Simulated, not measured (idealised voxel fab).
Process module, titled voxel wiring stack
Section shown: cut. Width: 170 nm. Cell size: 5 nm, square.
Cross-sections here: square-cell grids, written as top-down lists of bands, a band being one or more rows of cells. Look at the band entry: it leads with the top's height and the bottom's height in nm. Then it lists the materials left to right, with a width in nm for each. The word "everywhere" on a single material says that material fills the band edge to edge. The word "blank" is empty space. Heights are measured from 0, the level below which the as-received wafer is all one material; the lowest band has no bottom and continues downward, written as in "0 nm and below". When a width is written as two numbers, as in "30..40", the first number is the width in the top row of cells of the band and the second is the width in its bottom row, and the width changes by the same amount from each row to the next. Any step labelled "no alteration" changed none of the cells in the cross-section. Closed empty spaces (no open way to the top) of 8 cells or more are what "Enclosed void inventory" lists, each as width x height at distance from the left edge, nm for all three. Formally, on a step line, whatever follows the settings is a remark that the simulator itself makes on the step. You can add "overlay nm" to a step's line. For a step with a mask, it describes how far the mask lay to the right of its planned position, and a negative number describes a lay to the left.
Planned step list for the process:
step 1: RECEIVE: material Si
step 2: CONFORMAL_DEP: material SiO2, thk nm 15
step 3: DIRECTIONAL_DEP: material TiN, thk nm 5
step 4: DIRECTIONAL_DEP: material W, thk nm 20
step 5: PATTERN: tone cover, mask id METAL_1, material resist, width nm 20, pitch nm 45, thk nm 20, overlay nm 0
step 6: DIRECTIONAL_ETCH: etch materials W, depth nm 20
step 7: DIRECTIONAL_ETCH: etch materials TiN, depth nm 5
step 8: STRIP: etch materials resist
step 9: CONFORMAL_DEP: material SiCN, thk nm 5
step 10: FILL_DEP: material lowk, thk nm 10
step 11: CMP: height nm 40
step 12: CONFORMAL_DEP: material SiCN, thk nm 5
step 13: DIRECTIONAL_DEP: material lowk, thk nm 10
step 14: DIRECTIONAL_DEP: material aC, thk nm 10
step 15: PATTERN: tone open, mask id PLUG_1, material resist, width nm 15, pitch nm 45, thk nm 30, overlay nm 0
step 16: DIRECTIONAL_ETCH: etch materials aC, depth nm 10
step 17: STRIP: etch materials resist
step 18: DIRECTIONAL_ETCH: etch materials lowk, depth nm 10
step 19: DIRECTIONAL_ETCH: etch materials SiCN, depth nm 5
step 20: STRIP: etch materials aC
step 21: EPI: material Ru, thk nm 10
step 22: EPI: material Ru, thk nm 5
step 23: CONFORMAL_DEP: material SiCN, thk nm 5
step 24: DIRECTIONAL_DEP: material SiO2, thk nm 25
step 25: DIRECTIONAL_DEP: material aC, thk nm 15
step 26: PATTERN: tone open, mask id METAL_2, material resist, width nm 20, pitch nm 45, thk nm 30, overlay nm 0
step 27: DIRECTIONAL_ETCH: etch materials aC, depth nm 15
step 28: STRIP: etch materials resist
step 29: DIRECTIONAL_ETCH: etch materials SiO2, depth nm 25
step 30: DIRECTIONAL_ETCH: etch materials SiCN, depth nm 5
step 31: STRIP: etch materials aC
step 32: CONFORMAL_DEP: material TiN, thk nm 5
step 33: FILL_DEP: material Cu, thk nm 10
step 34: CMP: height nm 85
step 35: CONFORMAL_DEP: material SiCN, thk nm 5
step 36: DIRECTIONAL_DEP: material SiO2, thk nm 30
step 37: MASKED_ETCH: tone open, mask id METAL_3_HOLES, width nm 15, pitch nm 45, etch materials SiO2, depth nm 30, overlay nm 0
step 38: MASKED_ETCH: tone open, mask id METAL_3, width nm 20, pitch nm 45, etch materials SiO2, depth nm 20, overlay nm 0
step 39: MASKED_ETCH: tone open, mask id METAL_3, width nm 20, pitch nm 45, etch materials SiCN, depth nm 5, overlay nm 0
step 40: CONFORMAL_DEP: material TiN, thk nm 5
step 41: FILL_DEP: material Ru, thk nm 5
step 42: CMP: height nm 120
step 43: CONFORMAL_DEP: material SiCN, thk nm 5
step 44: DIRECTIONAL_DEP: material SiO2, thk nm 30
step 45: MASKED_ETCH: tone open, mask id METAL_4_HOLES, width nm 15, pitch nm 90, etch materials SiO2, depth nm 30, overlay nm 0
step 46: MASKED_ETCH: tone open, mask id METAL_4, width nm 20, pitch nm 45, etch materials SiO2, depth nm 20, overlay nm 0
step 47: MASKED_ETCH: tone open, mask id METAL_4, width nm 20, pitch nm 45, etch materials SiCN, depth nm 5, overlay nm 0
step 48: CONFORMAL_DEP: material TiN, thk nm 5
step 49: FILL_DEP: material Ru, thk nm 5
step 50: CMP: height nm 155
step 51: CONFORMAL_DEP: material SiN, thk nm 5
The cross-section here shows the wafer as received, i.e. in its state after step 1:
    0 nm and below | Si everywhere
    Enclosed void inventory: none
Cross-section: first of two wafers, module finished, run according to plan:
    160 nm to 155 nm | SiN everywhere
    155 nm to 140 nm | SiO2 30; TiN 5; Ru 10; TiN 5; SiO2 25; TiN 5; Ru 10; TiN 5; SiO2 25; TiN 5; Ru 10; TiN 5; SiO2 30
    140 nm to 135 nm | SiO2 30; TiN 5; Ru 5; TiN 10; SiO2 25; TiN 20; SiO2 25; TiN 5; Ru 5; TiN 10; SiO2 30
    135 nm to 125 nm | SiO2 30; TiN 5; Ru 5; TiN 5; SiO2 75; TiN 5; Ru 5; TiN 5; SiO2 35
    125 nm to 120 nm | SiCN 30; TiN 15; SiCN 75; TiN 15; SiCN 35
    120 nm to 105 nm | SiO2 30; TiN 5; Ru 10; TiN 5; SiO2 25; TiN 5; Ru 10; TiN 5; SiO2 25; TiN 5; Ru 10; TiN 5; SiO2 30
    105 nm to 100 nm | SiO2 30; TiN 5; Ru 5; TiN 10; SiO2 25; TiN 5; Ru 5; TiN 10; SiO2 25; TiN 5; Ru 5; TiN 10; SiO2 30
    100 nm to 90 nm | SiO2 30; TiN 5; Ru 5; TiN 5; SiO2 30; TiN 5; Ru 5; TiN 5; SiO2 30; TiN 5; Ru 5; TiN 5; SiO2 35
    90 nm to 85 nm | SiCN 30; TiN 15; SiCN 30; TiN 15; SiCN 30; TiN 15; SiCN 35
    85 nm to 60 nm | SiO2 30; TiN 5; Cu 10; TiN 5; SiO2 25; TiN 5; Cu 10; TiN 5; SiO2 25; TiN 5; Cu 10; TiN 5; SiO2 30
    60 nm to 55 nm | SiCN 30; TiN 20; SiCN 25; TiN 20; SiCN 25; TiN 20; SiCN 30
    55 nm to 45 nm | lowk 30; Ru 15; lowk 30; Ru 15; lowk 30; Ru 15; lowk 35
    45 nm to 40 nm | SiCN 30; Ru 15; SiCN 30; Ru 15; SiCN 30; Ru 15; SiCN 35
    40 nm to 20 nm | lowk 25; SiCN 5; W 20; SiCN 5; lowk 15; SiCN 5; W 20; SiCN 5; lowk 15; SiCN 5; W 20; SiCN 5; lowk 25
    20 nm to 15 nm | SiCN 30; TiN 20; SiCN 25; TiN 20; SiCN 25; TiN 20; SiCN 30
    15 nm to 0 nm | SiO2 everywhere
    0 nm and below | Si everywhere
    Enclosed void inventory: none
Second wafer at the end: like start, like plan, one mistake:
    160 nm to 155 nm | SiN everywhere
    155 nm to 140 nm | SiO2 30; TiN 5; Ru 10; TiN 5; SiO2 25; TiN 5; Ru 10; TiN 5; SiO2 25; TiN 5; Ru 10; TiN 5; SiO2 30
    140 nm to 135 nm | SiO2 30; TiN 5; Ru 5; TiN 10; SiO2 25; TiN 20; SiO2 25; TiN 5; Ru 5; TiN 10; SiO2 30
    135 nm to 125 nm | SiO2 30; TiN 5; Ru 5; TiN 5; SiO2 75; TiN 5; Ru 5; TiN 5; SiO2 35
    125 nm to 120 nm | SiCN 30; TiN 15; SiCN 75; TiN 15; SiCN 35
    120 nm to 105 nm | SiO2 30; TiN 5; Ru 10; TiN 5; SiO2 25; TiN 5; Ru 10; TiN 5; SiO2 25; TiN 5; Ru 10; TiN 5; SiO2 30
    105 nm to 100 nm | SiO2 30; TiN 5; Ru 5; TiN 10; SiO2 25; TiN 5; Ru 5; TiN 10; SiO2 25; TiN 5; Ru 5; TiN 10; SiO2 30
    100 nm to 90 nm | SiO2 30; TiN 5; Ru 5; TiN 5; SiO2 30; TiN 5; Ru 5; TiN 5; SiO2 30; TiN 5; Ru 5; TiN 5; SiO2 35
    90 nm to 85 nm | SiCN 30; TiN 15; SiCN 30; TiN 15; SiCN 30; TiN 15; SiCN 35
    85 nm to 60 nm | SiO2 30; TiN 5; Cu 10; TiN 5; SiO2 25; TiN 5; Cu 10; TiN 5; SiO2 25; TiN 5; Cu 10; TiN 5; SiO2 30
    60 nm to 55 nm | SiCN 30; TiN 20; SiCN 25; TiN 20; SiCN 25; TiN 20; SiCN 30
    55 nm to 45 nm | lowk 30; SiCN 5; TiN 5; SiCN 5; lowk 30; SiCN 5; TiN 5; SiCN 5; lowk 30; SiCN 5; TiN 5; SiCN 5; lowk 35
    45 nm to 40 nm | SiCN 35; TiN 5; SiCN 40; TiN 5; SiCN 40; TiN 5; SiCN 40
    40 nm to 30 nm | lowk everywhere
    30 nm to 25 nm | lowk 25; SiCN 30; lowk 15; SiCN 30; lowk 15; SiCN 30; lowk 25
    25 nm to 5 nm | lowk 25; SiCN 5; W 20; SiCN 5; lowk 15; SiCN 5; W 20; SiCN 5; lowk 15; SiCN 5; W 20; SiCN 5; lowk 25
    5 nm to 0 nm | SiCN 30; TiN 20; SiCN 25; TiN 20; SiCN 25; TiN 20; SiCN 30
    0 nm and below | Si everywhere
    Enclosed void inventory: none
Which mistake was made when the wafer was run? step 2 of the plan: omitted, not performed
Final tally in cells, some materials are higher or lower on the second wafer than on the first: Ru: 27 fewer, SiCN: 36 more, SiO2: 102 fewer, TiN: 9 more, lowk: 84 more
